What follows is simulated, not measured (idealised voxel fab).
Proc. module: voxel self aligned contacts
The cross-section shown here is cut; it is 270 nm wide and divided into square cells measuring 5 nm on a side.
A cross-section in this document is a grid of square cells, and it is written down as bands, the top band listed before the ones below it; a band is made up of one or more rows of cells. Quick guide to a band line: top height, bottom height (nm) up front; then every material left to right with its width in nm. Only one material and it's marked "everywhere"? Then it fills the band edge to edge. And "blank" just means empty space. Heights are expressed relative to 0, this being the level below which the as-received wafer comprises one material exclusively. The lowest band is unbounded in the downward direction and is denoted as in "0..down". Quick explanation for "30..40": the width changes in equal steps down the rows of cells, from the first number in the band's top row to the second number in its bottom row. What does "no modification" mean for a step? It means no cell of the cross-section changed in that step. "Sealed voids" - sealed voids, min. 8 cells, no opening to top; format: width x height at distance (distance from left edge; nm throughout). What comes after the settings on a step's line is commentary from the simulator itself on that step. overlay nm: mask offset rightward from planned place, masked step; negative means leftward offset.
[Listed below are the process steps as planned]
- 1: RECEIVE (material Si)
- 2: CONFORMAL_DEP (material SiO2; thk nm 5)
- 3: DIRECTIONAL_DEP (material polySi; thk nm 25)
- 4: DIRECTIONAL_DEP (material SiN; thk nm 20)
- 5: MASKED_ETCH (tone cover; mask id GATE; width nm 25; pitch nm 65; etch materials SiN; depth nm 20; overlay nm 0)
- 6: MASKED_ETCH (tone cover; mask id GATE; width nm 25; pitch nm 65; etch materials polySi; depth nm 25; overlay nm 0)
- 7: CONFORMAL_DEP (material SiN; thk nm 10)
- 8: DIRECTIONAL_ETCH (etch materials SiN; depth nm 10)
- 9: FILL_DEP (material SiO2; thk nm 15)
- 10: CMP (height nm 55)
- 11: PATTERN (tone open; mask id CONTACT; material resist; width nm 50; pitch nm 65; thk nm 15; overlay nm 0)
- 12: DIRECTIONAL_ETCH (etch materials SiO2; depth nm 55)
- 13: STRIP (etch materials resist)
- 14: CONFORMAL_DEP (material TiN; thk nm 5)
- 15: FILL_DEP (material W; thk nm 5)
- 16: CMP (height nm 55)
- 17: CONFORMAL_DEP (material SiN; thk nm 5)
[Wafer cross-section on receipt, i.e. after step 1]
- 0..down: Si everywhere
- Sealed voids: none
[First of two wafers, end-of-module section, run followed plan]
- 60..55: SiN everywhere
- 55..50: 75 nm SiO2 | 20 nm TiN | 10 nm W | 20 nm TiN | 15 nm SiO2 | 20 nm TiN | 10 nm W | 20 nm TiN | 80 nm SiO2
- 50..30: 45 nm SiO2 | 45 nm SiN | 5 nm TiN | 10 nm W | 5 nm TiN | 45 nm SiN | 5 nm TiN | 10 nm W | 5 nm TiN | 45 nm SiN | 50 nm SiO2
- 30..5: 45 nm SiO2 | 10 nm SiN | 25 nm polySi | 10 nm SiN | 5 nm TiN | 10 nm W | 5 nm TiN | 10 nm SiN | 25 nm polySi | 10 nm SiN | 5 nm TiN | 10 nm W | 5 nm TiN | 10 nm SiN | 25 nm polySi | 10 nm SiN | 50 nm SiO2
- 5..0: 90 nm SiO2 | 20 nm TiN | 45 nm SiO2 | 20 nm TiN | 95 nm SiO2
- 0..down: Si everywhere
- Sealed voids: none
[Cross-sectional view of the second of two wafers upon completion of the module. This wafer shared its starting condition and process plan with the first; one error was made during its execution]
- 60..55: SiN everywhere
- 55..50: 45 nm SiO2 | 45 nm SiN | 20 nm TiN | 45 nm SiN | 20 nm TiN | 45 nm SiN | 50 nm SiO2
- 50..30: SiN everywhere
- 30..5: polySi everywhere
- 5..0: SiO2 everywhere
- 0..down: Si everywhere
- Sealed voids: none
It is concluded that the wafer was processed incorrectly with respect to the plan, in that twice, step 4 of the plan was run
Per the end-of-run cell counts, the second wafer holds more or fewer of some materials than the first: +75 SiN; -178 SiO2; -52 TiN; -40 W; +195 polySi
